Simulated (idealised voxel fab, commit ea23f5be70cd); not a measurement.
Process module in this document: voxel wiring stack
The width of the displayed cross-section, cut, is 230 nm; its cells are square, with a size of 5 nm.
Cross-section = grid of square cells, listed top down in bands; band = one or more rows.
Basically the band line says how high the top is and how high the bottom is, in nm, and then what's in it from left to right, every material with its width in nm. Empty space shows up as "empty", and if a single material carries "all across" it runs the full band edge to edge.
Counting heights begins at 0, where everything beneath is, in the wafer as received, one material. The lowest band has no bottom; it goes on downwards, as "0 down" shows.
You'd read "30 to 40" like this: the band's top row of cells is as wide as the first number, its bottom row is as wide as the second, and going down, every row changes width by the same amount as the row before did.
"identical to before", as given for a step, is the statement that not any cell of the cross-section underwent a change during that step.
What "Tabulated closed voids" gives you is every empty space of 8 cells or more that is cut off from the top. Each appears as width x height at distance, with the distance taken from the left edge and width, height and distance all in nm.
The remark found on a step's line after its settings is issued by the simulator itself and pertains to that step.
For masked steps, "overlay nm" on the step line gives how far right of plan the mask actually lay; a minus sign means it lay to the left.

**Planned process steps**
- 1: RECEIVE | material Si
- 2: CONFORMAL_DEP | material SiO2 | thk nm 10
- 3: DIRECTIONAL_DEP | material TiN | thk nm 5
- 4: DIRECTIONAL_DEP | material Ru | thk nm 25
- 5: MASKED_ETCH | tone cover | mask id METAL_1 | width nm 25 | pitch nm 40 | etch materials Ru | depth nm 25 | overlay nm 0
- 6: MASKED_ETCH | tone cover | mask id METAL_1 | width nm 25 | pitch nm 40 | etch materials TiN | depth nm 5 | overlay nm 0
- 7: CONFORMAL_DEP | material SiN | thk nm 5
- 8: FILL_DEP | material lowk | thk nm 10
- 9: CMP | height nm 40
- 10: CONFORMAL_DEP | material SiCN | thk nm 5
- 11: DIRECTIONAL_DEP | material SiO2 | thk nm 15
- 12: DIRECTIONAL_DEP | material aC | thk nm 15
- 13: PATTERN | tone open | mask id PLUG_1 | material resist | width nm 15 | pitch nm 80 | thk nm 35 | overlay nm 0
- 14: DIRECTIONAL_ETCH | etch materials aC | depth nm 15
- 15: STRIP | etch materials resist
- 16: DIRECTIONAL_ETCH | etch materials SiO2 | depth nm 15
- 17: DIRECTIONAL_ETCH | etch materials SiCN | depth nm 5
- 18: STRIP | etch materials aC
- 19: CONFORMAL_DEP | material TiN | thk nm 5
- 20: FILL_DEP | material Ru | thk nm 5
- 21: CMP | height nm 60
- 22: DIRECTIONAL_DEP | material TiN | thk nm 5
- 23: DIRECTIONAL_DEP | material Ru | thk nm 20
- 24: MASKED_ETCH | tone cover | mask id METAL_2 | width nm 25 | pitch nm 40 | etch materials Ru | depth nm 20 | overlay nm 0
- 25: MASKED_ETCH | tone cover | mask id METAL_2 | width nm 25 | pitch nm 40 | etch materials TiN | depth nm 5 | overlay nm 0
- 26: CONFORMAL_DEP | material SiN | thk nm 5
- 27: FILL_DEP | material lowk | thk nm 10
- 28: CMP | height nm 85
- 29: CONFORMAL_DEP | material SiCN | thk nm 5

**Wafer at receipt (post step 1), cross-section**
    0 down: Si all across
    Tabulated closed voids: none

**Cross-section at module end, one run error; start and plan unchanged from above**
    90 to 85: SiCN all across
    85 to 70: 40 Ru  5 SiN  15 lowk  5 SiN  15 Ru  5 SiN  15 lowk  5 SiN  15 Ru  5 SiN  15 lowk  5 SiN  15 Ru  5 SiN  15 lowk  5 SiN  45 Ru
    70 to 65: 40 Ru  25 SiN  15 Ru  25 SiN  15 Ru  25 SiN  15 Ru  25 SiN  45 Ru
    65 to 60: TiN all across
    60 to 45: 40 SiO2  5 TiN  5 Ru  5 TiN  65 SiO2  5 TiN  5 Ru  5 TiN  95 SiO2
    45 to 40: 40 SiCN  15 TiN  65 SiCN  15 TiN  95 SiCN
    40 to 15: 35 lowk  5 SiN  25 Ru  5 SiN  5 lowk  5 SiN  25 Ru  5 SiN  5 lowk  5 SiN  25 Ru  5 SiN  5 lowk  5 SiN  25 Ru  5 SiN  40 lowk
    15 to 10: 40 SiN  25 TiN  15 SiN  25 TiN  15 SiN  25 TiN  15 SiN  25 TiN  45 SiN
    10 to 0: SiO2 all across
    0 down: Si all across
    Tabulated closed voids: none
Want to know what went wrong? step 24 ran with different settings than intended, the actual operation and settings being MASKED_ETCH | tone open | mask id METAL_2 | width nm 25 | pitch nm 40 | etch materials Ru | depth nm 20 | overlay nm 0
